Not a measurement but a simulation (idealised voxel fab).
This is a process module. Its name is voxel plated lines.
Square cells of 5 nm make up the cross-section cut, whose width is 300 nm.
Cross-sections here: square-cell grids, written as top-down lists of bands, a band being one or more rows of cells. For a band, the entry starts with two heights in nm, that of the top and then that of the bottom, and carries on with the band's materials in order from left to right, each alongside its width in nm; the word "full width" beside a single material means it fills the band edge to edge, and "air" means empty space. Height is counted from the level 0, under which the received wafer is composed throughout of one material. The lowest of the bands is not closed at the bottom but continues downward, in the notation "0 down". Width "30 to 40": first value at the band's top row of cells, second value at its bottom row, equal change from row to row. It should be understood that the words "same as before", when stated for a given step, signify that the cross-section underwent no change in any of its cells during that step. In "Closed void list" the enclosed voids are listed, meaning empty spaces of 8 cells or larger without any opening to the top. The form is width x height at distance, distance from the left edge, units nm. The remark found on a step's line after its settings is issued by the simulator itself and pertains to that step. The line of a step may include "overlay nm". On a step with a mask, this value is how far to the right of its planned place the mask lay. A negative value means the mask lay to the left.

**Planned step list for the process**
| 1 | RECEIVE (material Si) |
| 2 | CONFORMAL_DEP (material Al2O3; thk nm 15) |
| 3 | DIRECTIONAL_DEP (material TiN; thk nm 5) |
| 4 | PATTERN (tone open; mask id LINES; material resist; width nm 25; pitch nm 55; thk nm 35; overlay nm 0) |
| 5 | EPI (material Ru; thk nm 5) |
| 6 | EPI (material Ru; thk nm 5) |
| 7 | EPI (material Ru; thk nm 5) |
| 8 | STRIP (etch materials resist) |
| 9 | DIRECTIONAL_ETCH (etch materials TiN; depth nm 5) |
| 10 | CONFORMAL_DEP (material SiN; thk nm 10) |

**first wafer, as planned**

**This is the cross-section of the wafer as we received it, i.e. after step 1**
* 0 down | Si full width
* Closed void list: none

**Wafer after step 2 (cross-section)**
* 15 to 0 | Al2O3 full width
* Whatever lies below 0 is exactly as it was before.

**Wafer after step 3 (cross-section)**
* 20 to 15 | TiN full width
* Whatever lies below 15 is exactly as it was before.

**Wafer after step 4 (cross-section)**
* 55 to 20 | 110 resist; 25 air; 30 resist; 25 air; 110 resist
* Whatever lies below 20 is exactly as it was before.

**Wafer after step 5 (cross-section)**
* 55 to 25 | 110 resist; 25 air; 30 resist; 25 air; 110 resist
* 25 to 20 | 110 resist; 25 Ru; 30 resist; 25 Ru; 110 resist
* Whatever lies below 20 is exactly as it was before.

**Wafer after step 6 (cross-section)**
* 55 to 30 | 110 resist; 25 air; 30 resist; 25 air; 110 resist
* 30 to 20 | 110 resist; 25 Ru; 30 resist; 25 Ru; 110 resist
* Whatever lies below 20 is exactly as it was before.

**Wafer after step 7 (cross-section)**
* 55 to 35 | 110 resist; 25 air; 30 resist; 25 air; 110 resist
* 35 to 20 | 110 resist; 25 Ru; 30 resist; 25 Ru; 110 resist
* Whatever lies below 20 is exactly as it was before.

**Wafer after step 8 (cross-section)**
* 35 to 20 | 110 air; 25 Ru; 30 air; 25 Ru; 110 air
* Whatever lies below 20 is exactly as it was before.

**Wafer after step 9 (cross-section)**
* 35 to 20 | 110 air; 25 Ru; 30 air; 25 Ru; 110 air
* 20 to 15 | 110 air; 25 TiN; 30 air; 25 TiN; 110 air
* Whatever lies below 15 is exactly as it was before.

**Wafer after step 10 (cross-section)**
* 45 to 35 | 100 air; 45 SiN; 10 air; 45 SiN; 100 air
* 35 to 25 | 100 air; 10 SiN; 25 Ru; 10 SiN; 10 air; 10 SiN; 25 Ru; 10 SiN; 100 air
* 25 to 20 | 110 SiN; 25 Ru; 30 SiN; 25 Ru; 110 SiN
* 20 to 15 | 110 SiN; 25 TiN; 30 SiN; 25 TiN; 110 SiN
* Whatever lies below 15 is exactly as it was before.

**Wafer two of the pair: same origin, same plan, one error during the run; identical to wafer one up to and including step 1**

**Cross-section, second wafer, at the end time the plan gives for step 2**
* 30 to 0 | Al2O3 full width
* Whatever lies below 0 is exactly as it was before.

**Cross-section, second wafer, at the end time the plan gives for step 3**
* 35 to 30 | TiN full width
* Whatever lies below 30 is exactly as it was before.

**Cross-section, second wafer, at the end time the plan gives for step 4**
* 70 to 35 | 110 resist; 25 air; 30 resist; 25 air; 110 resist
* Whatever lies below 35 is exactly as it was before.

**Cross-section, second wafer, at the end time the plan gives for step 5**
* 70 to 40 | 110 resist; 25 air; 30 resist; 25 air; 110 resist
* 40 to 35 | 110 resist; 25 Ru; 30 resist; 25 Ru; 110 resist
* Whatever lies below 35 is exactly as it was before.

**Cross-section, second wafer, at the end time the plan gives for step 6**
* 70 to 45 | 110 resist; 25 air; 30 resist; 25 air; 110 resist
* 45 to 35 | 110 resist; 25 Ru; 30 resist; 25 Ru; 110 resist
* Whatever lies below 35 is exactly as it was before.

**Cross-section, second wafer, at the end time the plan gives for step 7**
* 70 to 50 | 110 resist; 25 air; 30 resist; 25 air; 110 resist
* 50 to 35 | 110 resist; 25 Ru; 30 resist; 25 Ru; 110 resist
* Whatever lies below 35 is exactly as it was before.

**Cross-section, second wafer, at the end time the plan gives for step 8**
* 50 to 35 | 110 air; 25 Ru; 30 air; 25 Ru; 110 air
* Whatever lies below 35 is exactly as it was before.

**Cross-section, second wafer, at the end time the plan gives for step 9**
* 50 to 35 | 110 air; 25 Ru; 30 air; 25 Ru; 110 air
* 35 to 30 | 110 air; 25 TiN; 30 air; 25 TiN; 110 air
* Whatever lies below 30 is exactly as it was before.

**Cross-section, second wafer, at the end time the plan gives for step 10**
* 60 to 50 | 100 air; 45 SiN; 10 air; 45 SiN; 100 air
* 50 to 40 | 100 air; 10 SiN; 25 Ru; 10 SiN; 10 air; 10 SiN; 25 Ru; 10 SiN; 100 air
* 40 to 35 | 110 SiN; 25 Ru; 30 SiN; 25 Ru; 110 SiN
* 35 to 30 | 110 SiN; 25 TiN; 30 SiN; 25 TiN; 110 SiN
* Whatever lies below 30 is exactly as it was before.
What was done differently from what was planned? twice, step 2 of the plan was run
Materials where the second wafer ends with more or fewer cells than the first: Al2O3: 180 more
